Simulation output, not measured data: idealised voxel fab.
Process module, titled voxel transistor to metal
Cross-section cut spans 285 nm and uses square cells 5 nm in size.
Heads up, the way a cross-section reads in here is a grid of square cells, handed over as bands from the top down, with every band being one or more rows of cells. Band entry format. Leading values: height of top, height of bottom, nm. Remainder: materials in left-to-right order, each with its width in nm. Special words: "full width" on a single material, which then fills the band edge to edge; "empty", empty space. Heights are reckoned from 0. Under this level, the received wafer is all of one material. The bottommost band is open-ended downward, for example "0 and below". The width entry "30..40" should be interpreted row by row: the top row of cells in the band takes the first number, the bottom row takes the second number, and the change between adjacent rows is uniform throughout. When a step is marked "nothing different", none of the cells in the cross-section changed during that step. In "Listed closed voids" the enclosed voids are listed, meaning empty spaces of 8 cells or larger without any opening to the top. The form is width x height at distance, distance from the left edge, units nm. If you see something after the settings on a step's line, that's the simulator's own remark about that step. When a step includes a mask, the "overlay nm" setting on its line states how far to the right of its planned place that mask lay, and negative values state how far to the left. In what follows, pairs of cross-sections are presented, each taken before and after one process step, with the after cross-section shown only down to the lowest band that was altered; the step, together with its settings, is stated below the pair. The pairs may stem from different runs of this module on the same starting wafer; accordingly, a pair should be taken as continuing from the one above it solely where its entry headed "Prior state" indicates as much.

## Prior state
* 25 down to 20  empty 10 nm  TiN 60 nm  empty 5 nm  TiN 60 nm  empty 15 nm  TiN 60 nm  empty 5 nm  TiN 60 nm  empty 10 nm
* 20 down to 15  TiN 15 nm  HfO2 50 nm  TiN 5 nm  empty 5 nm  TiN 5 nm  HfO2 50 nm  TiN 25 nm  HfO2 50 nm  TiN 5 nm  empty 5 nm  TiN 5 nm  HfO2 50 nm  TiN 15 nm
* 15 down to 10  HfO2 20 nm  SiGe 30 nm  SiN 10 nm  HfO2 5 nm  TiN 5 nm  empty 5 nm  TiN 5 nm  HfO2 5 nm  SiN 10 nm  SiGe 30 nm  HfO2 35 nm  SiGe 30 nm  SiN 10 nm  HfO2 5 nm  TiN 5 nm  empty 5 nm  TiN 5 nm  HfO2 5 nm  SiN 10 nm  SiGe 30 nm  HfO2 20 nm
* 10 down to 5  SiO2 20 nm  SiGe 30 nm  SiN 10 nm  HfO2 5 nm  TiN 5 nm  empty 5 nm  TiN 5 nm  HfO2 5 nm  SiN 10 nm  SiGe 30 nm  SiO2 35 nm  SiGe 30 nm  SiN 10 nm  HfO2 5 nm  TiN 5 nm  empty 5 nm  TiN 5 nm  HfO2 5 nm  SiN 10 nm  SiGe 30 nm  SiO2 20 nm
* 5 down to 0  SiO2 10 nm  SiN 10 nm  SiGe 30 nm  SiN 10 nm  HfO2 5 nm  TiN 5 nm  empty 5 nm  TiN 5 nm  HfO2 5 nm  SiN 10 nm  SiGe 30 nm  SiN 10 nm  SiO2 15 nm  SiN 10 nm  SiGe 30 nm  SiN 10 nm  HfO2 5 nm  TiN 5 nm  empty 5 nm  TiN 5 nm  HfO2 5 nm  SiN 10 nm  SiGe 30 nm  SiN 10 nm  SiO2 10 nm
* 0 down to -5  SiO2 10 nm  SiN 10 nm  SiGe 30 nm  SiN 10 nm  HfO2 5 nm  TiN 15 nm  HfO2 5 nm  SiN 10 nm  SiGe 30 nm  SiN 10 nm  SiO2 15 nm  SiN 10 nm  SiGe 30 nm  SiN 10 nm  HfO2 5 nm  TiN 15 nm  HfO2 5 nm  SiN 10 nm  SiGe 30 nm  SiN 10 nm  SiO2 10 nm
* -5 down to -10  SiO2 20 nm  SiGe 30 nm  SiO2 5 nm  HfO2 35 nm  SiO2 5 nm  SiGe 30 nm  SiO2 35 nm  SiGe 30 nm  SiO2 5 nm  HfO2 35 nm  SiO2 5 nm  SiGe 30 nm  SiO2 20 nm
* -10 down to -25  SiO2 20 nm  SiGe 30 nm  Si 45 nm  SiGe 30 nm  SiO2 35 nm  SiGe 30 nm  Si 45 nm  SiGe 30 nm  SiO2 20 nm
* -25 down to -40  SiO2 20 nm  Si 105 nm  SiO2 35 nm  Si 105 nm  SiO2 20 nm
* -40 and below  Si full width
* Listed closed voids: none

## Post-Step Appearance
* 30 down to 25  W full width
* 25 down to 20  W 10 nm  TiN 60 nm  W 5 nm  TiN 60 nm  W 15 nm  TiN 60 nm  W 5 nm  TiN 60 nm  W 10 nm
* 20 down to 15  TiN 15 nm  HfO2 50 nm  TiN 5 nm  W 5 nm  TiN 5 nm  HfO2 50 nm  TiN 25 nm  HfO2 50 nm  TiN 5 nm  W 5 nm  TiN 5 nm  HfO2 50 nm  TiN 15 nm
* 15 down to 10  HfO2 20 nm  SiGe 30 nm  SiN 10 nm  HfO2 5 nm  TiN 5 nm  W 5 nm  TiN 5 nm  HfO2 5 nm  SiN 10 nm  SiGe 30 nm  HfO2 35 nm  SiGe 30 nm  SiN 10 nm  HfO2 5 nm  TiN 5 nm  W 5 nm  TiN 5 nm  HfO2 5 nm  SiN 10 nm  SiGe 30 nm  HfO2 20 nm
* 10 down to 5  SiO2 20 nm  SiGe 30 nm  SiN 10 nm  HfO2 5 nm  TiN 5 nm  W 5 nm  TiN 5 nm  HfO2 5 nm  SiN 10 nm  SiGe 30 nm  SiO2 35 nm  SiGe 30 nm  SiN 10 nm  HfO2 5 nm  TiN 5 nm  W 5 nm  TiN 5 nm  HfO2 5 nm  SiN 10 nm  SiGe 30 nm  SiO2 20 nm
* 5 down to 0  SiO2 10 nm  SiN 10 nm  SiGe 30 nm  SiN 10 nm  HfO2 5 nm  TiN 5 nm  W 5 nm  TiN 5 nm  HfO2 5 nm  SiN 10 nm  SiGe 30 nm  SiN 10 nm  SiO2 15 nm  SiN 10 nm  SiGe 30 nm  SiN 10 nm  HfO2 5 nm  TiN 5 nm  W 5 nm  TiN 5 nm  HfO2 5 nm  SiN 10 nm  SiGe 30 nm  SiN 10 nm  SiO2 10 nm
* Under 0: no change, same as before.
* Listed closed voids: none
Between the two cross-sections shown above lies FILL_DEP, material W, thk nm 5

Prior state: as in the pair right above, post-step view.

## Post-Step Appearance
* 10 down to 5  SiO2 20 nm  SiGe 30 nm  SiN 10 nm  HfO2 5 nm  TiN 5 nm  W 5 nm  TiN 5 nm  HfO2 5 nm  SiN 10 nm  SiGe 30 nm  SiO2 35 nm  SiGe 30 nm  SiN 10 nm  HfO2 5 nm  TiN 5 nm  W 5 nm  TiN 5 nm  HfO2 5 nm  SiN 10 nm  SiGe 30 nm  SiO2 20 nm
* Under 5: no change, same as before.
* Listed closed voids: none
Between the two cross-sections shown above lies CMP, height nm 10

Prior state: as in the pair right above, post-step view.

## Post-Step Appearance
* 25 down to 10  SiO2 full width
* Under 10: no change, same as before.
* Listed closed voids: none
Between the two cross-sections shown above lies DIRECTIONAL_DEP, material SiO2, thk nm 15

Prior state: as in the pair right above, post-step view.

## Post-Step Appearance
* 25 down to 10  SiO2 20 nm  empty 20 nm  SiO2 65 nm  empty 20 nm  SiO2 35 nm  empty 20 nm  SiO2 65 nm  empty 20 nm  SiO2 20 nm
* Under 10: no change, same as before.
* Listed closed voids: none
Between the two cross-sections shown above lies MASKED_ETCH, tone open, mask id CONTACT, width nm 20, etch materials SiO2, depth nm 35, overlay nm 0

Prior state: as in the pair right above, post-step view.

## Post-Step Appearance
* 30 down to 25  TiN 25 nm  empty 10 nm  TiN 75 nm  empty 10 nm  TiN 45 nm  empty 10 nm  TiN 75 nm  empty 10 nm  TiN 25 nm
* 25 down to 15  SiO2 20 nm  TiN 5 nm  empty 10 nm  TiN 5 nm  SiO2 65 nm  TiN 5 nm  empty 10 nm  TiN 5 nm  SiO2 35 nm  TiN 5 nm  empty 10 nm  TiN 5 nm  SiO2 65 nm  TiN 5 nm  empty 10 nm  TiN 5 nm  SiO2 20 nm
* 15 down to 10  SiO2 20 nm  TiN 20 nm  SiO2 65 nm  TiN 20 nm  SiO2 35 nm  TiN 20 nm  SiO2 65 nm  TiN 20 nm  SiO2 20 nm
* Under 10: no change, same as before.
* Listed closed voids: none
Between the two cross-sections shown above lies CONFORMAL_DEP, material TiN, thk nm 5

Prior state: as in the pair right above, post-step view.

## Post-Step Appearance
* 35 down to 30  Ru full width
* 30 down to 25  TiN 25 nm  Ru 10 nm  TiN 75 nm  Ru 10 nm  TiN 45 nm  Ru 10 nm  TiN 75 nm  Ru 10 nm  TiN 25 nm
* 25 down to 15  SiO2 20 nm  TiN 5 nm  Ru 10 nm  TiN 5 nm  SiO2 65 nm  TiN 5 nm  Ru 10 nm  TiN 5 nm  SiO2 35 nm  TiN 5 nm  Ru 10 nm  TiN 5 nm  SiO2 65 nm  TiN 5 nm  Ru 10 nm  TiN 5 nm  SiO2 20 nm
* Under 15: no change, same as before.
* Listed closed voids: none
Between the two cross-sections shown above lies FILL_DEP, material Ru, thk nm 5

Prior state: as in the pair right above, post-step view.

## Post-Step Appearance
* 25 down to 15  SiO2 20 nm  TiN 5 nm  Ru 10 nm  TiN 5 nm  SiO2 65 nm  TiN 5 nm  Ru 10 nm  TiN 5 nm  SiO2 35 nm  TiN 5 nm  Ru 10 nm  TiN 5 nm  SiO2 65 nm  TiN 5 nm  Ru 10 nm  TiN 5 nm  SiO2 20 nm
* Under 15: no change, same as before.
* Listed closed voids: none
Between the two cross-sections shown above lies CMP, height nm 25

Prior state: as in the pair right above, post-step view.

## Post-Step Appearance
* 30 down to 25  SiCN full width
* Under 25: no change, same as before.
* Listed closed voids: none
Between the two cross-sections shown above lies CONFORMAL_DEP, material SiCN, thk nm 5

Prior state: as in the pair right above, post-step view.

## Post-Step Appearance
* 55 down to 30  SiO2 full width
* Under 30: no change, same as before.
* Listed closed voids: none
Between the two cross-sections shown above lies DIRECTIONAL_DEP, material SiO2, thk nm 25

Prior state: as in the pair right above, post-step view.

## Post-Step Appearance
* 65 down to 55  aC full width
* Under 55: no change, same as before.
* Listed closed voids: none
Between the two cross-sections shown above lies DIRECTIONAL_DEP, material aC, thk nm 10

Prior state: as in the pair right above, post-step view.

## Post-Step Appearance
* 95 down to 65  resist 20 nm  empty 20 nm  resist 65 nm  empty 20 nm  resist 35 nm  empty 20 nm  resist 65 nm  empty 20 nm  resist 20 nm
* Under 65: no change, same as before.
* Listed closed voids: none
Between the two cross-sections shown above lies PATTERN, tone open, mask id METAL_1, material resist, width nm 20, thk nm 30, overlay nm 0

Prior state: as in the pair right above, post-step view.

## Post-Step Appearance
* 85 down to 65  resist 20 nm  empty 20 nm  resist 65 nm  empty 20 nm  resist 35 nm  empty 20 nm  resist 65 nm  empty 20 nm  resist 20 nm
* 65 down to 55  aC 20 nm  empty 20 nm  aC 65 nm  empty 20 nm  aC 35 nm  empty 20 nm  aC 65 nm  empty 20 nm  aC 20 nm
* Under 55: no change, same as before.
* Listed closed voids: none
Between the two cross-sections shown above lies DIRECTIONAL_ETCH, etch materials aC, depth nm 10

Prior state: as in the pair right above, post-step view.

## Post-Step Appearance
* 65 down to 55  aC 20 nm  empty 20 nm  aC 65 nm  empty 20 nm  aC 35 nm  empty 20 nm  aC 65 nm  empty 20 nm  aC 20 nm
* Under 55: no change, same as before.
* Listed closed voids: none
Between the two cross-sections shown above lies STRIP, etch materials resist

Prior state: as in the pair right above, post-step view.

## Post-Step Appearance
* 65 down to 55  aC 20 nm  empty 20 nm  aC 65 nm  empty 20 nm  aC 35 nm  empty 20 nm  aC 65 nm  empty 20 nm  aC 20 nm
* 55 down to 30  SiO2 20 nm  empty 20 nm  SiO2 65 nm  empty 20 nm  SiO2 35 nm  empty 20 nm  SiO2 65 nm  empty 20 nm  SiO2 20 nm
* Under 30: no change, same as before.
* Listed closed voids: none
Between the two cross-sections shown above lies DIRECTIONAL_ETCH, etch materials SiO2, depth nm 25

Prior state: as in the pair right above, post-step view.

## Post-Step Appearance
* 65 down to 55  aC 20 nm  empty 20 nm  aC 65 nm  empty 20 nm  aC 35 nm  empty 20 nm  aC 65 nm  empty 20 nm  aC 20 nm
* 55 down to 30  SiO2 20 nm  empty 20 nm  SiO2 65 nm  empty 20 nm  SiO2 35 nm  empty 20 nm  SiO2 65 nm  empty 20 nm  SiO2 20 nm
* 30 down to 25  SiCN 20 nm  empty 20 nm  SiCN 65 nm  empty 20 nm  SiCN 35 nm  empty 20 nm  SiCN 65 nm  empty 20 nm  SiCN 20 nm
* Under 25: no change, same as before.
* Listed closed voids: none
Between the two cross-sections shown above lies DIRECTIONAL_ETCH, etch materials SiCN, depth nm 5

Prior state: as in the pair right above, post-step view.

## Post-Step Appearance
* 55 down to 30  SiO2 20 nm  empty 20 nm  SiO2 65 nm  empty 20 nm  SiO2 35 nm  empty 20 nm  SiO2 65 nm  empty 20 nm  SiO2 20 nm
* Under 30: no change, same as before.
* Listed closed voids: none
Between the two cross-sections shown above lies STRIP, etch materials aC

Prior state: as in the pair right above, post-step view.

## Post-Step Appearance
* 60 down to 55  TiN 25 nm  empty 10 nm  TiN 75 nm  empty 10 nm  TiN 45 nm  empty 10 nm  TiN 75 nm  empty 10 nm  TiN 25 nm
* 55 down to 30  SiO2 20 nm  TiN 5 nm  empty 10 nm  TiN 5 nm  SiO2 65 nm  TiN 5 nm  empty 10 nm  TiN 5 nm  SiO2 35 nm  TiN 5 nm  empty 10 nm  TiN 5 nm  SiO2 65 nm  TiN 5 nm  empty 10 nm  TiN 5 nm  SiO2 20 nm
* 30 down to 25  SiCN 20 nm  TiN 20 nm  SiCN 65 nm  TiN 20 nm  SiCN 35 nm  TiN 20 nm  SiCN 65 nm  TiN 20 nm  SiCN 20 nm
* Under 25: no change, same as before.
* Listed closed voids: none
Between the two cross-sections shown above lies CONFORMAL_DEP, material TiN, thk nm 5

Prior state: as in the pair right above, post-step view.

## Post-Step Appearance
* 65 down to 60  W full width
* 60 down to 55  TiN 25 nm  W 10 nm  TiN 75 nm  W 10 nm  TiN 45 nm  W 10 nm  TiN 75 nm  W 10 nm  TiN 25 nm
* 55 down to 30  SiO2 20 nm  TiN 5 nm  W 10 nm  TiN 5 nm  SiO2 65 nm  TiN 5 nm  W 10 nm  TiN 5 nm  SiO2 35 nm  TiN 5 nm  W 10 nm  TiN 5 nm  SiO2 65 nm  TiN 5 nm  W 10 nm  TiN 5 nm  SiO2 20 nm
* Under 30: no change, same as before.
* Listed closed voids: none
Between the two cross-sections shown above lies FILL_DEP, material W, thk nm 5

Prior state: as in the pair right above, post-step view.

## Post-Step Appearance
* 55 down to 30  SiO2 20 nm  TiN 5 nm  W 10 nm  TiN 5 nm  SiO2 65 nm  TiN 5 nm  W 10 nm  TiN 5 nm  SiO2 35 nm  TiN 5 nm  W 10 nm  TiN 5 nm  SiO2 65 nm  TiN 5 nm  W 10 nm  TiN 5 nm  SiO2 20 nm
* Under 30: no change, same as before.
* Listed closed voids: none
Between the two cross-sections shown above lies CMP, height nm 55

Prior state: as in the pair right above, post-step view.

## Post-Step Appearance
* 60 down to 55  SiCN full width
* Under 55: no change, same as before.
* Listed closed voids: none
Between the two cross-sections shown above lies CONFORMAL_DEP, material SiCN, thk nm 5

Prior state: as in the pair right above, post-step view.

## Post-Step Appearance
* 85 down to 60  SiO2 full width
* Under 60: no change, same as before.
* Listed closed voids: none
Between the two cross-sections shown above lies DIRECTIONAL_DEP, material SiO2, thk nm 25

Prior state: as in the pair right above, post-step view.

## Post-Step Appearance
* 85 down to 60  SiO2 20 nm  empty 15 nm  SiO2 125 nm  empty 15 nm  SiO2 110 nm
* Under 60: no change, same as before.
* Listed closed voids: none
Between the two cross-sections shown above lies MASKED_ETCH, tone open, mask id METAL_2_HOLES, width nm 15, pitch nm 140, etch materials SiO2, depth nm 25, overlay nm 0

Prior state: as in the pair right above, post-step view.

## Post-Step Appearance
* 95 down to 85  aC 20 nm  empty 15 nm  aC 125 nm  empty 15 nm  aC 110 nm
* 85 down to 70  SiO2 20 nm  empty 15 nm  SiO2 125 nm  empty 15 nm  SiO2 110 nm
* 70 down to 60  SiO2 20 nm  aC 15 nm  SiO2 125 nm  aC 15 nm  SiO2 110 nm
* Under 60: no change, same as before.
* Listed closed voids: none
Between the two cross-sections shown above lies DIRECTIONAL_DEP, material aC, thk nm 10

Prior state: as in the pair right above, post-step view.

## Post-Step Appearance
* 120 down to 95  resist 20 nm  empty 20 nm  resist 120 nm  empty 20 nm  resist 105 nm
* Under 95: no change, same as before.
* Listed closed voids: none
Between the two cross-sections shown above lies PATTERN, tone open, mask id METAL_2, material resist, width nm 20, pitch nm 140, thk nm 25, overlay nm 0

Prior state: as in the pair right above, post-step view.

## Post-Step Appearance
* 110 down to 95  resist 20 nm  empty 20 nm  resist 120 nm  empty 20 nm  resist 105 nm
* 95 down to 85  aC 20 nm  empty 20 nm  aC 120 nm  empty 20 nm  aC 105 nm
* 85 down to 60  SiO2 20 nm  empty 15 nm  SiO2 125 nm  empty 15 nm  SiO2 110 nm
* Under 60: no change, same as before.
* Listed closed voids: none
Between the two cross-sections shown above lies DIRECTIONAL_ETCH, etch materials aC, depth nm 10

Prior state: as in the pair right above, post-step view.

## Post-Step Appearance
* 95 down to 85  aC 20 nm  empty 20 nm  aC 120 nm  empty 20 nm  aC 105 nm
* Under 85: no change, same as before.
* Listed closed voids: none
Between the two cross-sections shown above lies STRIP, etch materials resist

Prior state: as in the pair right above, post-step view.

## Post-Step Appearance
* 95 down to 85  aC 20 nm  empty 20 nm  aC 120 nm  empty 20 nm  aC 105 nm
* 85 down to 70  SiO2 20 nm  empty 20 nm  SiO2 120 nm  empty 20 nm  SiO2 105 nm
* Under 70: no change, same as before.
* Listed closed voids: none
Between the two cross-sections shown above lies DIRECTIONAL_ETCH, etch materials SiO2, depth nm 15

Prior state: as in the pair right above, post-step view.

## Post-Step Appearance
* 95 down to 85  aC 20 nm  empty 20 nm  aC 120 nm  empty 20 nm  aC 105 nm
* 85 down to 70  SiO2 20 nm  empty 20 nm  SiO2 120 nm  empty 20 nm  SiO2 105 nm
* 70 down to 60  SiO2 20 nm  empty 15 nm  SiO2 125 nm  empty 15 nm  SiO2 110 nm
* 60 down to 55  SiCN 20 nm  empty 15 nm  SiCN 125 nm  empty 15 nm  SiCN 110 nm
* Under 55: no change, same as before.
* Listed closed voids: none
Between the two cross-sections shown above lies DIRECTIONAL_ETCH, etch materials SiCN, depth nm 5

Prior state: as in the pair right above, post-step view.

## Post-Step Appearance
* 85 down to 70  SiO2 20 nm  empty 20 nm  SiO2 120 nm  empty 20 nm  SiO2 105 nm
* Under 70: no change, same as before.
* Listed closed voids: none
Between the two cross-sections shown above lies STRIP, etch materials aC

Prior state: as in the pair right above, post-step view.

## Post-Step Appearance
* 90 down to 85  TiN 25 nm  empty 10 nm  TiN 130 nm  empty 10 nm  TiN 110 nm
* 85 down to 75  SiO2 20 nm  TiN 5 nm  empty 10 nm  TiN 5 nm  SiO2 120 nm  TiN 5 nm  empty 10 nm  TiN 5 nm  SiO2 105 nm
* 75 down to 70  SiO2 20 nm  TiN 5 nm  empty 5 nm  TiN 10 nm  SiO2 120 nm  TiN 5 nm  empty 5 nm  TiN 10 nm  SiO2 105 nm
* 70 down to 60  SiO2 20 nm  TiN 5 nm  empty 5 nm  TiN 5 nm  SiO2 125 nm  TiN 5 nm  empty 5 nm  TiN 5 nm  SiO2 110 nm
* 60 down to 55  SiCN 20 nm  TiN 15 nm  SiCN 125 nm  TiN 15 nm  SiCN 110 nm
* Under 55: no change, same as before.
* Listed closed voids: none
Between the two cross-sections shown above lies CONFORMAL_DEP, material TiN, thk nm 5

Prior state: as in the pair right above, post-step view.

## Post-Step Appearance
* 95 down to 90  Cu full width
* 90 down to 85  TiN 25 nm  Cu 10 nm  TiN 130 nm  Cu 10 nm  TiN 110 nm
* 85 down to 75  SiO2 20 nm  TiN 5 nm  Cu 10 nm  TiN 5 nm  SiO2 120 nm  TiN 5 nm  Cu 10 nm  TiN 5 nm  SiO2 105 nm
* 75 down to 70  SiO2 20 nm  TiN 5 nm  Cu 5 nm  TiN 10 nm  SiO2 120 nm  TiN 5 nm  Cu 5 nm  TiN 10 nm  SiO2 105 nm
* 70 down to 60  SiO2 20 nm  TiN 5 nm  Cu 5 nm  TiN 5 nm  SiO2 125 nm  TiN 5 nm  Cu 5 nm  TiN 5 nm  SiO2 110 nm
* Under 60: no change, same as before.
* Listed closed voids: none
Between the two cross-sections shown above lies FILL_DEP, material Cu, thk nm 5

Prior state: as in the pair right above, post-step view.

## Post-Step Appearance
* 85 down to 75  SiO2 20 nm  TiN 5 nm  Cu 10 nm  TiN 5 nm  SiO2 120 nm  TiN 5 nm  Cu 10 nm  TiN 5 nm  SiO2 105 nm
* Under 75: no change, same as before.
* Listed closed voids: none
Between the two cross-sections shown above lies CMP, height nm 85

Prior state: as in the pair right above, post-step view.

## Post-Step Appearance
* 90 down to 85  SiCN full width
* Under 85: no change, same as before.
* Listed closed voids: none
Between the two cross-sections shown above lies CONFORMAL_DEP, material SiCN, thk nm 5

## Prior state
* 55 down to 30  SiO2 20 nm  TiN 5 nm  W 10 nm  TiN 5 nm  SiO2 65 nm  TiN 5 nm  W 10 nm  TiN 5 nm  SiO2 35 nm  TiN 5 nm  W 10 nm  TiN 5 nm  SiO2 65 nm  TiN 5 nm  W 10 nm  TiN 5 nm  SiO2 20 nm
* 30 down to 25  SiCN 20 nm  TiN 20 nm  SiCN 65 nm  TiN 20 nm  SiCN 35 nm  TiN 20 nm  SiCN 65 nm  TiN 20 nm  SiCN 20 nm
* 25 down to 10  SiO2 20 nm  TiN 5 nm  Ru 10 nm  TiN 5 nm  SiO2 65 nm  TiN 5 nm  Ru 10 nm  TiN 5 nm  SiO2 35 nm  TiN 5 nm  Ru 10 nm  TiN 5 nm  SiO2 65 nm  TiN 5 nm  Ru 10 nm  TiN 5 nm  SiO2 20 nm
* 10 down to 5  SiO2 20 nm  TiN 5 nm  Ru 5 nm  TiN 10 nm  SiO2 10 nm  SiN 10 nm  HfO2 5 nm  TiN 5 nm  W 5 nm  TiN 5 nm  HfO2 5 nm  SiN 10 nm  SiO2 10 nm  TiN 10 nm  Ru 5 nm  TiN 5 nm  SiO2 35 nm  TiN 5 nm  Ru 5 nm  TiN 10 nm  SiO2 10 nm  SiN 10 nm  HfO2 5 nm  TiN 5 nm  W 5 nm  TiN 5 nm  HfO2 5 nm  SiN 10 nm  SiO2 10 nm  TiN 10 nm  Ru 5 nm  TiN 5 nm  SiO2 20 nm
* 5 down to 0  SiO2 10 nm  SiN 10 nm  TiN 5 nm  Ru 5 nm  TiN 5 nm  SiGe 15 nm  SiN 10 nm  HfO2 5 nm  TiN 5 nm  W 5 nm  TiN 5 nm  HfO2 5 nm  SiN 10 nm  SiGe 15 nm  TiN 5 nm  Ru 5 nm  TiN 5 nm  SiN 10 nm  SiO2 15 nm  SiN 10 nm  TiN 5 nm  Ru 5 nm  TiN 5 nm  SiGe 15 nm  SiN 10 nm  HfO2 5 nm  TiN 5 nm  W 5 nm  TiN 5 nm  HfO2 5 nm  SiN 10 nm  SiGe 15 nm  TiN 5 nm  Ru 5 nm  TiN 5 nm  SiN 10 nm  SiO2 10 nm
* 0 down to -5  SiO2 10 nm  SiN 10 nm  TiN 5 nm  Ru 5 nm  TiN 5 nm  SiGe 15 nm  SiN 10 nm  HfO2 5 nm  TiN 15 nm  HfO2 5 nm  SiN 10 nm  SiGe 15 nm  TiN 5 nm  Ru 5 nm  TiN 5 nm  SiN 10 nm  SiO2 15 nm  SiN 10 nm  TiN 5 nm  Ru 5 nm  TiN 5 nm  SiGe 15 nm  SiN 10 nm  HfO2 5 nm  TiN 15 nm  HfO2 5 nm  SiN 10 nm  SiGe 15 nm  TiN 5 nm  Ru 5 nm  TiN 5 nm  SiN 10 nm  SiO2 10 nm
* -5 down to -10  SiO2 20 nm  TiN 15 nm  SiGe 15 nm  SiO2 5 nm  HfO2 35 nm  SiO2 5 nm  SiGe 15 nm  TiN 15 nm  SiO2 35 nm  TiN 15 nm  SiGe 15 nm  SiO2 5 nm  HfO2 35 nm  SiO2 5 nm  SiGe 15 nm  TiN 15 nm  SiO2 20 nm
* -10 down to -25  SiO2 20 nm  SiGe 30 nm  Si 45 nm  SiGe 30 nm  SiO2 35 nm  SiGe 30 nm  Si 45 nm  SiGe 30 nm  SiO2 20 nm
* -25 down to -40  SiO2 20 nm  Si 105 nm  SiO2 35 nm  Si 105 nm  SiO2 20 nm
* -40 and below  Si full width
* Listed closed voids: none

## Post-Step Appearance
* 80 down to 55  SiO2 full width
* Under 55: no change, same as before.
* Listed closed voids: none
Between the two cross-sections shown above lies DIRECTIONAL_DEP, material SiO2, thk nm 25

Prior state: as in the pair right above, post-step view.

## Post-Step Appearance
* 85 down to 80  SiCN full width
* Under 80: no change, same as before.
* Listed closed voids: none
Between the two cross-sections shown above lies CONFORMAL_DEP, material SiCN, thk nm 5

Prior state: as in the pair right above, post-step view.

## Post-Step Appearance
* 95 down to 85  aC full width
* Under 85: no change, same as before.
* Listed closed voids: none
Between the two cross-sections shown above lies DIRECTIONAL_DEP, material aC, thk nm 10

Prior state: as in the pair right above, post-step view.

## Post-Step Appearance
* 120 down to 95  resist 20 nm  empty 20 nm  resist 120 nm  empty 20 nm  resist 105 nm
* Under 95: no change, same as before.
* Listed closed voids: none
Between the two cross-sections shown above lies PATTERN, tone open, mask id METAL_2, material resist, width nm 20, pitch nm 140, thk nm 25, overlay nm 0

Prior state: as in the pair right above, post-step view.

## Post-Step Appearance
* 110 down to 95  resist 20 nm  empty 20 nm  resist 120 nm  empty 20 nm  resist 105 nm
* 95 down to 85  aC 20 nm  empty 20 nm  aC 120 nm  empty 20 nm  aC 105 nm
* Under 85: no change, same as before.
* Listed closed voids: none
Between the two cross-sections shown above lies DIRECTIONAL_ETCH, etch materials aC, depth nm 10

Prior state: as in the pair right above, post-step view.

## Post-Step Appearance
* 95 down to 85  aC 20 nm  empty 20 nm  aC 120 nm  empty 20 nm  aC 105 nm
* Under 85: no change, same as before.
* Listed closed voids: none
Between the two cross-sections shown above lies STRIP, etch materials resist

Prior state: as in the pair right above, post-step view.

## Post-Step Appearance
* 95 down to 85  aC 20 nm  empty 20 nm  aC 120 nm  empty 20 nm  aC 105 nm
* 85 down to 80  SiCN 20 nm  empty 20 nm  SiCN 120 nm  empty 20 nm  SiCN 105 nm
* Under 80: no change, same as before.
* Listed closed voids: none
Between the two cross-sections shown above lies DIRECTIONAL_ETCH, etch materials SiCN, depth nm 5

Prior state: as in the pair right above, post-step view.

## Post-Step Appearance
* 85 down to 80  SiCN 20 nm  empty 20 nm  SiCN 120 nm  empty 20 nm  SiCN 105 nm
* Under 80: no change, same as before.
* Listed closed voids: none
Between the two cross-sections shown above lies STRIP, etch materials aC

Prior state: as in the pair right above, post-step view.

## Post-Step Appearance
* 90 down to 85  TiN 25 nm  empty 10 nm  TiN 130 nm  empty 10 nm  TiN 110 nm
* 85 down to 80  SiCN 20 nm  TiN 20 nm  SiCN 120 nm  TiN 20 nm  SiCN 105 nm
* Under 80: no change, same as before.
* Listed closed voids: none
Between the two cross-sections shown above lies CONFORMAL_DEP, material TiN, thk nm 5

Prior state: as in the pair right above, post-step view.

## Post-Step Appearance
* 95 down to 90  Cu full width
* 90 down to 85  TiN 25 nm  Cu 10 nm  TiN 130 nm  Cu 10 nm  TiN 110 nm
* Under 85: no change, same as before.
* Listed closed voids: none
Between the two cross-sections shown above lies FILL_DEP, material Cu, thk nm 5

Prior state: as in the pair right above, post-step view.

## Post-Step Appearance
* 85 down to 80  SiCN 20 nm  TiN 20 nm  SiCN 120 nm  TiN 20 nm  SiCN 105 nm
* Under 80: no change, same as before.
* Listed closed voids: none
Between the two cross-sections shown above lies CMP, height nm 85

Prior state: as in the pair right above, post-step view.

## Post-Step Appearance
* 90 down to 85  SiCN full width
* Under 85: no change, same as before.
* Listed closed voids: none
Between the two cross-sections shown above lies CONFORMAL_DEP, material SiCN, thk nm 5

## Prior state
* 10 down to 5  SiO2 50 nm  SiN 10 nm  HfO2 5 nm  TiN 5 nm  W 5 nm  TiN 5 nm  HfO2 5 nm  SiN 10 nm  SiO2 95 nm  SiN 10 nm  HfO2 5 nm  TiN 5 nm  W 5 nm  TiN 5 nm  HfO2 5 nm  SiN 10 nm  SiO2 50 nm
* 5 down to 0  SiO2 10 nm  SiN 10 nm  SiO2 15 nm  SiGe 15 nm  SiN 10 nm  HfO2 5 nm  TiN 5 nm  W 5 nm  TiN 5 nm  HfO2 5 nm  SiN 10 nm  SiGe 15 nm  SiO2 15 nm  SiN 10 nm  SiO2 15 nm  SiN 10 nm  SiO2 15 nm  SiGe 15 nm  SiN 10 nm  HfO2 5 nm  TiN 5 nm  W 5 nm  TiN 5 nm  HfO2 5 nm  SiN 10 nm  SiGe 15 nm  SiO2 15 nm  SiN 10 nm  SiO2 10 nm
* 0 down to -5  SiO2 10 nm  SiN 10 nm  SiO2 15 nm  SiGe 15 nm  SiN 10 nm  HfO2 5 nm  TiN 15 nm  HfO2 5 nm  SiN 10 nm  SiGe 15 nm  SiO2 15 nm  SiN 10 nm  SiO2 15 nm  SiN 10 nm  SiO2 15 nm  SiGe 15 nm  SiN 10 nm  HfO2 5 nm  TiN 15 nm  HfO2 5 nm  SiN 10 nm  SiGe 15 nm  SiO2 15 nm  SiN 10 nm  SiO2 10 nm
* -5 down to -10  SiO2 35 nm  SiGe 15 nm  SiO2 5 nm  HfO2 35 nm  SiO2 5 nm  SiGe 15 nm  SiO2 65 nm  SiGe 15 nm  SiO2 5 nm  HfO2 35 nm  SiO2 5 nm  SiGe 15 nm  SiO2 35 nm
* -10 down to -25  SiO2 20 nm  SiGe 30 nm  Si 45 nm  SiGe 30 nm  SiO2 35 nm  SiGe 30 nm  Si 45 nm  SiGe 30 nm  SiO2 20 nm
* -25 down to -40  SiO2 20 nm  Si 105 nm  SiO2 35 nm  Si 105 nm  SiO2 20 nm
* -40 and below  Si full width
* Listed closed voids: none

## Post-Step Appearance
* 15 down to 10  SiO2 full width
* Under 10: no change, same as before.
* Listed closed voids: none
Between the two cross-sections shown above lies DIRECTIONAL_DEP, material SiO2, thk nm 5
